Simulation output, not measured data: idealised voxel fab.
A process module follows: voxel capacitor over wiring.
The cross-section shown here is cut; it is 275 nm wide and divided into square cells measuring 5 nm on a side.
Cross-section layout: square cells on a grid; listed as bands, top to bottom; a band spans one or more cell rows.
In this notation a band is specified by the heights of its top and bottom, in that order and in nm, after which its materials appear from left to right, each paired with its width in nm. The word "all across" attached to a single material means that material fills the band from edge to edge; the word "empty" stands for empty space.
Ref level 0: as-received wafer is one material below here. Bottom band extends down with no lower bound ("0 -> down").
Top row gets the first number, bottom row gets the second, and each row in between changes by the same step: that is how a band width like "30 to 40" works.
"no alterations made" -> step changed no cross-section cell.
Entry "Unvented voids" = empty spaces >= 8 cells with no open way to the top; each as width x height at distance, distance from left edge, all nm.
Whatever follows a step's settings on its line is a remark the simulator itself makes about that step.
"overlay nm", when on a step's line for a step with a mask, measures how far to the right of its planned place the mask lay; a negative measure means to the left.

-- Steps planned for the process
1. RECEIVE: material Si
2. CONFORMAL_DEP: material SiO2, thk nm 10
3. DIRECTIONAL_DEP: material TiN, thk nm 5
4. DIRECTIONAL_DEP: material W, thk nm 15
5. DIRECTIONAL_DEP: material aC, thk nm 15
6. PATTERN: tone cover, mask id METAL_1, material resist, width nm 15, pitch nm 80, thk nm 35, overlay nm 0
7. DIRECTIONAL_ETCH: etch materials aC, depth nm 15
8. STRIP: etch materials resist
9. DIRECTIONAL_ETCH: etch materials W, depth nm 15
10. DIRECTIONAL_ETCH: etch materials TiN, depth nm 5
11. STRIP: etch materials aC
12. CONFORMAL_DEP: material SiCN, thk nm 5
13. FILL_DEP: material SiO2, thk nm 10
14. CMP: height nm 30
15. CONFORMAL_DEP: material SiCN, thk nm 5
16. DIRECTIONAL_DEP: material SiO2, thk nm 10
17. MASKED_ETCH: tone open, mask id PLUG_1, width nm 15, etch materials SiO2, depth nm 10, overlay nm 0
18. MASKED_ETCH: tone open, mask id PLUG_1, width nm 15, etch materials SiCN, depth nm 5, overlay nm 0
19. EPI: material Ru, thk nm 10
20. EPI: material Ru, thk nm 5
21. DIRECTIONAL_DEP: material TiN, thk nm 10
22. DIRECTIONAL_DEP: material HfO2, thk nm 5
23. DIRECTIONAL_DEP: material TiN, thk nm 5
24. DIRECTIONAL_DEP: material aC, thk nm 15
25. PATTERN: tone cover, mask id UPPER_PLATE, material resist, width nm 60, thk nm 30, overlay nm 0
26. DIRECTIONAL_ETCH: etch materials aC, depth nm 15
27. STRIP: etch materials resist
28. DIRECTIONAL_ETCH: etch materials TiN, depth nm 5
29. DIRECTIONAL_ETCH: etch materials HfO2, depth nm 5
30. STRIP: etch materials aC
31. MASKED_ETCH: tone cover, mask id LOWER_PLATE, width nm 70, etch materials TiN, depth nm 10, overlay nm 0
32. FILL_DEP: material SiO2, thk nm 20
33. CMP: height nm 80
34. DIRECTIONAL_DEP: material aC, thk nm 10
35. PATTERN: tone open, mask id PLUG_2, material resist, width nm 15, thk nm 30, overlay nm 0
36. DIRECTIONAL_ETCH: etch materials aC, depth nm 10
37. STRIP: etch materials resist
38. DIRECTIONAL_ETCH: etch materials SiO2, depth nm 15
39. STRIP: etch materials aC
40. CONFORMAL_DEP: material TiN, thk nm 5
41. FILL_DEP: material W, thk nm 5
42. CMP: height nm 80
43. CONFORMAL_DEP: material SiCN, thk nm 5
For this document, wafers share an identical start and vary in the step 6 width nm; the plan quotes the first wafer's value.

-- First of several wafers (as received, post step 1), cross-sectional view
  0 -> down  Si all across
  Unvented voids: none

-- Cross-section, first of several wafers, end of module, after last step 43
  85 -> 80  SiCN all across
  80 -> 70  SiO2 105 nm; TiN 5 nm; W 5 nm; TiN 5 nm; SiO2 155 nm
  70 -> 60  SiO2 105 to 95 nm; TiN 15 to 60 nm; SiO2 155 to 120 nm
  60 -> 55  SiO2 95 nm; HfO2 60 nm; SiO2 120 nm
  55 -> 45  SiO2 90 nm; TiN 70 nm; SiO2 115 nm
  45 -> 35  SiO2 95 nm; Ru 15 nm; SiO2 165 nm
  35 -> 30  SiCN 95 nm; Ru 15 nm; SiCN 165 nm
  30 -> 15  SiO2 85 nm; SiCN 5 nm; W 15 nm; SiCN 5 nm; SiO2 55 nm; SiCN 5 nm; W 15 nm; SiCN 5 nm; SiO2 85 nm
  15 -> 10  SiCN 90 nm; TiN 15 nm; SiCN 65 nm; TiN 15 nm; SiCN 90 nm
  10 -> 0  SiO2 all across
  0 -> down  Si all across
  Unvented voids: none

-- Cross-section, module end, final of several wafers
  85 -> 80  SiCN all across
  80 -> 70  SiO2 105 nm; TiN 5 nm; W 5 nm; TiN 5 nm; SiO2 155 nm
  70 -> 60  SiO2 105 to 95 nm; TiN 15 to 60 nm; SiO2 155 to 120 nm
  60 -> 55  SiO2 95 nm; HfO2 60 nm; SiO2 120 nm
  55 -> 45  SiO2 90 nm; TiN 70 nm; SiO2 115 nm
  45 -> 35  SiO2 95 nm; Ru 15 nm; SiO2 165 nm
  35 -> 30  SiCN 95 nm; Ru 15 nm; SiCN 165 nm
  30 -> 15  SiO2 75 nm; SiCN 5 nm; W 40 nm; SiCN 5 nm; SiO2 30 nm; SiCN 5 nm; W 40 nm; SiCN 5 nm; SiO2 70 nm
  15 -> 10  SiCN 80 nm; TiN 40 nm; SiCN 40 nm; TiN 40 nm; SiCN 75 nm
  10 -> 0  SiO2 all across
  0 -> down  Si all across
  Unvented voids: none

-- The following table contains a row per wafer, in which are reported, at the conclusion of the module, the cells of each material gained (+) or lost (-) since the wafer's receipt, with its closed voids given thereafter
width nm 15 | +12 HfO2 | +9 Ru | +168 SiCN | +673 SiO2 | +53 TiN | +20 W | Unvented voids: none
width nm 20 | +12 HfO2 | +9 Ru | +166 SiCN | +667 SiO2 | +55 TiN | +26 W | Unvented voids: none
width nm 25 | +12 HfO2 | +9 Ru | +164 SiCN | +661 SiO2 | +57 TiN | +32 W | Unvented voids: none
width nm 30 | +12 HfO2 | +9 Ru | +162 SiCN | +655 SiO2 | +59 TiN | +38 W | Unvented voids: none
width nm 35 | +12 HfO2 | +9 Ru | +160 SiCN | +649 SiO2 | +61 TiN | +44 W | Unvented voids: none
width nm 40 | +12 HfO2 | +9 Ru | +158 SiCN | +643 SiO2 | +63 TiN | +50 W | Unvented voids: none
